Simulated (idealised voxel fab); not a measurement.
Process module in this document: voxel released beams
It is cross-section cut that appears here, measuring 160 nm in width, its square cells being 5 nm in size.
Cross-sections here: square-cell grids, written as top-down lists of bands, a band being one or more rows of cells.
The entry gives the band's vertical extent as a top height and a bottom height in nm, then its horizontal make-up as materials from left to right, each with a width in nm. "empty" stands for empty space; a single material marked "throughout" fills the band edge to edge.
It should be noted that heights are counted from 0, beneath which the wafer as supplied is of one material throughout, and that the lowest band possesses no lower boundary but continues downward, as written in "from 0 down".
The two numbers in a width such as "30 to 40" mark its ends across the band: the first belongs to the top row of cells, the second to the bottom row, and from each row to the next the width moves by the same amount.
You'll sometimes find "no modification" written for a step, and that's the way of saying that nowhere in the cross-section did a cell change during that step.
What "Enclosed void inventory" gives you is every empty space of 8 cells or more that is cut off from the top. Each appears as width x height at distance, with the distance taken from the left edge and width, height and distance all in nm.
The remark found on a step's line after its settings is issued by the simulator itself and pertains to that step.
The optional step-line setting "overlay nm" applies to steps with a mask and quantifies how far to the right of its planned location the mask lay, a negative value indicating leftward placement.
Plan
1: op RECEIVE | material Si
2: op CONFORMAL_DEP | material Al2O3 | thk nm 5
3: op DIRECTIONAL_DEP | material SiO2 | thk nm 20
4: op DIRECTIONAL_DEP | material aC | thk nm 15
5: op PATTERN | tone open | mask id ANCHOR | material resist | width nm 35 | thk nm 30 | overlay nm 0
6: op DIRECTIONAL_ETCH | etch materials aC | depth nm 15
7: op STRIP | etch materials resist
8: op DIRECTIONAL_ETCH | etch materials SiO2 | depth nm 20
9: op STRIP | etch materials aC
10: op CONFORMAL_DEP | material W | thk nm 10
11: op DIRECTIONAL_DEP | material aC | thk nm 10
12: op PATTERN | tone cover | mask id BEAM | material resist | width nm 110 | thk nm 30 | overlay nm 0
13: op DIRECTIONAL_ETCH | etch materials aC | depth nm 10
14: op STRIP | etch materials resist
15: op DIRECTIONAL_ETCH | etch materials W | depth nm 10
16: op STRIP | etch materials aC
17: op STRIP | etch materials SiO2
First out of two wafers; run went to plan
As-received state of the wafer in cross-section, equivalent to post-step 1
* from 0 down | Si throughout
* Enclosed void inventory: none
After step 2, in cross-section
* from 5 to 0 | Al2O3 throughout
* Under the height 0 nothing was changed.
After step 3, in cross-section
* from 25 to 5 | SiO2 throughout
* Under the height 5 nothing was changed.
After step 4, in cross-section
* from 40 to 25 | aC throughout
* Under the height 25 nothing was changed.
After step 5, in cross-section
* from 70 to 40 | 25 of resist; 35 of empty; 100 of resist
* Under the height 40 nothing was changed.
After step 6, in cross-section
* from 55 to 40 | 25 of resist; 35 of empty; 100 of resist
* from 40 to 25 | 25 of aC; 35 of empty; 100 of aC
* Under the height 25 nothing was changed.
After step 7, in cross-section
* from 40 to 25 | 25 of aC; 35 of empty; 100 of aC
* Under the height 25 nothing was changed.
After step 8, in cross-section
* from 40 to 25 | 25 of aC; 35 of empty; 100 of aC
* from 25 to 5 | 25 of SiO2; 35 of empty; 100 of SiO2
* Under the height 5 nothing was changed.
After step 9, in cross-section
* from 25 to 5 | 25 of SiO2; 35 of empty; 100 of SiO2
* Under the height 5 nothing was changed.
After step 10, in cross-section
* from 35 to 25 | 35 of W; 15 of empty; 110 of W
* from 25 to 15 | 25 of SiO2; 10 of W; 15 of empty; 10 of W; 100 of SiO2
* from 15 to 5 | 25 of SiO2; 35 of W; 100 of SiO2
* Under the height 5 nothing was changed.
After step 11, in cross-section
* from 45 to 35 | 35 of aC; 15 of empty; 110 of aC
* from 35 to 25 | 35 of W; 15 of empty; 110 of W
* from 25 to 15 | 25 of SiO2; 10 of W; 15 of aC; 10 of W; 100 of SiO2
* Under the height 15 nothing was changed.
After step 12, in cross-section
* from 75 to 45 | 20 of empty; 110 of resist; 30 of empty
* from 45 to 35 | 35 of aC; 15 of resist; 110 of aC
* from 35 to 25 | 35 of W; 15 of resist; 110 of W
* Under the height 25 nothing was changed.
After step 13, in cross-section
* from 65 to 45 | 20 of empty; 110 of resist; 30 of empty
* from 45 to 35 | 20 of empty; 15 of aC; 15 of resist; 80 of aC; 30 of empty
* Under the height 35 nothing was changed.
After step 14, in cross-section
* from 45 to 35 | 20 of empty; 15 of aC; 15 of empty; 80 of aC; 30 of empty
* from 35 to 25 | 35 of W; 15 of empty; 110 of W
* Under the height 25 nothing was changed.
After step 15, in cross-section
* from 45 to 35 | 20 of empty; 15 of aC; 15 of empty; 80 of aC; 30 of empty
* from 35 to 25 | 20 of empty; 15 of W; 15 of empty; 80 of W; 30 of empty
* Under the height 25 nothing was changed.
After step 16, in cross-section
* from 35 to 25 | 20 of empty; 15 of W; 15 of empty; 80 of W; 30 of empty
* from 25 to 15 | 25 of SiO2; 10 of W; 15 of empty; 10 of W; 100 of SiO2
* Under the height 15 nothing was changed.
After step 17, in cross-section
* from 35 to 25 | 20 of empty; 15 of W; 15 of empty; 80 of W; 30 of empty
* from 25 to 15 | 25 of empty; 10 of W; 15 of empty; 10 of W; 100 of empty
* from 15 to 5 | 25 of empty; 35 of W; 100 of empty
* Under the height 5 nothing was changed.
Companion wafer, the second of two: same beginning, same intended sequence, one mistake in carrying it out; through step 4 inclusive it tracks the first exactly
Second wafer, cross-section, planned end of step 5
* from 70 to 40 | 25 of resist; 40 of empty; 95 of resist
* Under the height 40 nothing was changed.
Second wafer, cross-section, planned end of step 6
* from 55 to 40 | 25 of resist; 40 of empty; 95 of resist
* from 40 to 25 | 25 of aC; 40 of empty; 95 of aC
* Under the height 25 nothing was changed.
Second wafer, cross-section, planned end of step 7
* from 40 to 25 | 25 of aC; 40 of empty; 95 of aC
* Under the height 25 nothing was changed.
Second wafer, cross-section, planned end of step 8
* from 40 to 25 | 25 of aC; 40 of empty; 95 of aC
* from 25 to 5 | 25 of SiO2; 40 of empty; 95 of SiO2
* Under the height 5 nothing was changed.
Second wafer, cross-section, planned end of step 9
* from 25 to 5 | 25 of SiO2; 40 of empty; 95 of SiO2
* Under the height 5 nothing was changed.
Second wafer, cross-section, planned end of step 10
* from 35 to 25 | 35 of W; 20 of empty; 105 of W
* from 25 to 15 | 25 of SiO2; 10 of W; 20 of empty; 10 of W; 95 of SiO2
* from 15 to 5 | 25 of SiO2; 40 of W; 95 of SiO2
* Under the height 5 nothing was changed.
Second wafer, cross-section, planned end of step 11
* from 45 to 35 | 35 of aC; 20 of empty; 105 of aC
* from 35 to 25 | 35 of W; 20 of empty; 105 of W
* from 25 to 15 | 25 of SiO2; 10 of W; 20 of aC; 10 of W; 95 of SiO2
* Under the height 15 nothing was changed.
Second wafer, cross-section, planned end of step 12
* from 75 to 45 | 20 of empty; 110 of resist; 30 of empty
* from 45 to 35 | 35 of aC; 20 of resist; 105 of aC
* from 35 to 25 | 35 of W; 20 of resist; 105 of W
* Under the height 25 nothing was changed.
Second wafer, cross-section, planned end of step 13
* from 65 to 45 | 20 of empty; 110 of resist; 30 of empty
* from 45 to 35 | 20 of empty; 15 of aC; 20 of resist; 75 of aC; 30 of empty
* Under the height 35 nothing was changed.
Second wafer, cross-section, planned end of step 14
* from 45 to 35 | 20 of empty; 15 of aC; 20 of empty; 75 of aC; 30 of empty
* from 35 to 25 | 35 of W; 20 of empty; 105 of W
* Under the height 25 nothing was changed.
Second wafer, cross-section, planned end of step 15
* from 45 to 35 | 20 of empty; 15 of aC; 20 of empty; 75 of aC; 30 of empty
* from 35 to 25 | 20 of empty; 15 of W; 20 of empty; 75 of W; 30 of empty
* Under the height 25 nothing was changed.
Second wafer, cross-section, planned end of step 16
* from 35 to 25 | 20 of empty; 15 of W; 20 of empty; 75 of W; 30 of empty
* from 25 to 15 | 25 of SiO2; 10 of W; 20 of empty; 10 of W; 95 of SiO2
* Under the height 15 nothing was changed.
Second wafer, cross-section, planned end of step 17
* from 35 to 25 | 20 of empty; 15 of W; 20 of empty; 75 of W; 30 of empty
* from 25 to 15 | 25 of empty; 10 of W; 20 of empty; 10 of W; 95 of empty
* from 15 to 5 | 25 of empty; 40 of W; 95 of empty
* Under the height 5 nothing was changed.
Which mistake was made when the wafer was run? off-plan run, step 5, actual operation and settings op PATTERN | tone open | mask id ANCHOR | material resist | width nm 40 | thk nm 30 | overlay nm 0
By the end, you'd get the same cell count for each material on either wafer, but the second wafer puts them somewhere else.
